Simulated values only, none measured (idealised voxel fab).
This section sets out a process module, namely voxel wiring stack.
The figure presents cross-section cut, which has a width of 155 nm and is divided into square cells with an edge length of 5 nm.
This document writes a cross-section as a grid whose cells are square, and gives it as bands, listed from the top down; one or more rows of cells form a band.
Band: top height; bottom height; in nm. Then, left to right: material with width in nm, for each material. "everywhere": a single material spanning edge to edge. "air": empty space.
Heights from 0 (as-received wafer is one material below). Bottom band endless downward, as "0 and below".
Top row gets the first number, bottom row gets the second, and each row in between changes by the same step: that is how a band width like "30->40" works.
What does "same as before" mean for a step? It means no cell of the cross-section changed in that step.
Any empty space of 8 cells or more lacking an open way to the top shows up in "Enclosed cavities" as width x height at distance, distance from the left edge, in nm.
That trailing text on a step's line, after the settings, is the simulator's own remark on the step.
overlay nm: for a step with a mask, the amount by which the mask lay right of where it was planned; a negative amount means left of it.
-- plan
| 1 | RECEIVE,material Si |
| 2 | CONFORMAL_DEP,material SiO2,thk nm 15 |
| 3 | DIRECTIONAL_DEP,material TiN,thk nm 5 |
| 4 | DIRECTIONAL_DEP,material W,thk nm 20 |
| 5 | PATTERN,tone cover,mask id METAL_1,material resist,width nm 20,pitch nm 50,thk nm 20,overlay nm 0 |
| 6 | DIRECTIONAL_ETCH,etch materials W,depth nm 20 |
| 7 | DIRECTIONAL_ETCH,etch materials TiN,depth nm 5 |
| 8 | STRIP,etch materials resist |
| 9 | CONFORMAL_DEP,material SiCN,thk nm 5 |
| 10 | FILL_DEP,material lowk,thk nm 10 |
| 11 | CMP,height nm 40 |
| 12 | CONFORMAL_DEP,material SiCN,thk nm 5 |
| 13 | DIRECTIONAL_DEP,material SiO2,thk nm 35 |
| 14 | DIRECTIONAL_DEP,material aC,thk nm 10 |
| 15 | PATTERN,tone open,mask id METAL_2,material resist,width nm 20,pitch nm 50,thk nm 25,overlay nm 0 |
| 16 | DIRECTIONAL_ETCH,etch materials aC,depth nm 10 |
| 17 | STRIP,etch materials resist |
| 18 | DIRECTIONAL_ETCH,etch materials SiO2,depth nm 20 |
| 19 | STRIP,etch materials aC |
| 20 | PATTERN,tone open,mask id METAL_2_HOLES,material resist,width nm 15,thk nm 20,overlay nm 0 |
| 21 | DIRECTIONAL_ETCH,etch materials SiO2,depth nm 15 |
| 22 | DIRECTIONAL_ETCH,etch materials SiCN,depth nm 5 |
| 23 | STRIP,etch materials resist |
| 24 | CONFORMAL_DEP,material TiN,thk nm 5 |
| 25 | FILL_DEP,material Cu,thk nm 10 |
| 26 | CMP,height nm 80 |
| 27 | CONFORMAL_DEP,material SiN,thk nm 5 |
-- Cross-section: wafer on arrival = after step 1
* 0 and below | Si everywhere
* Enclosed cavities: none
-- First of two wafers: cross-section at end of module, run per plan
* 85 down to 80 | SiN everywhere
* 80 down to 65 | SiO2: 40 | TiN: 5 | Cu: 10 | TiN: 5 | SiO2: 30 | TiN: 5 | Cu: 10 | TiN: 5 | SiO2: 45
* 65 down to 60 | SiO2: 40 | TiN: 5 | Cu: 5 | TiN: 10 | SiO2: 30 | TiN: 20 | SiO2: 45
* 60 down to 45 | SiO2: 40 | TiN: 5 | Cu: 5 | TiN: 5 | SiO2: 100
* 45 down to 40 | SiCN: 40 | TiN: 15 | SiCN: 100
* 40 down to 20 | lowk: 35 | SiCN: 5 | W: 20 | SiCN: 5 | lowk: 20 | SiCN: 5 | W: 20 | SiCN: 5 | lowk: 40
* 20 down to 15 | SiCN: 40 | TiN: 20 | SiCN: 30 | TiN: 20 | SiCN: 45
* 15 down to 0 | SiO2 everywhere
* 0 and below | Si everywhere
* Enclosed cavities: none
-- Cross-section, wafer two of two, end of module: same start and plan as wafer one, one error in execution
* 85 down to 80 | SiN everywhere
* 80 down to 65 | SiO2: 40 | TiN: 5 | Cu: 10 | TiN: 5 | SiO2: 30 | TiN: 5 | Cu: 10 | TiN: 5 | SiO2: 45
* 65 down to 60 | SiO2: 40 | TiN: 5 | Cu: 5 | TiN: 10 | SiO2: 30 | TiN: 20 | SiO2: 45
* 60 down to 45 | SiO2: 40 | TiN: 5 | Cu: 5 | TiN: 5 | SiO2: 100
* 45 down to 40 | SiCN: 40 | TiN: 15 | SiCN: 100
* 40 down to 20 | lowk: 40 | SiCN: 5 | W: 15 | SiCN: 5 | lowk: 25 | SiCN: 5 | W: 15 | SiCN: 5 | lowk: 40
* 20 down to 15 | SiCN: 45 | TiN: 15 | SiCN: 35 | TiN: 15 | SiCN: 45
* 15 down to 0 | SiO2 everywhere
* 0 and below | Si everywhere
* Enclosed cavities: none
Plan not followed: so step 5 ended up running with a different setting than we planned, it ran as PATTERN,tone cover,mask id METAL_1,material resist,width nm 15,pitch nm 50,thk nm 20,overlay nm 0
Final comparison by cell count, materials where the second wafer has more or fewer than the first: SiCN +2 | TiN -2 | W -8 | lowk +8
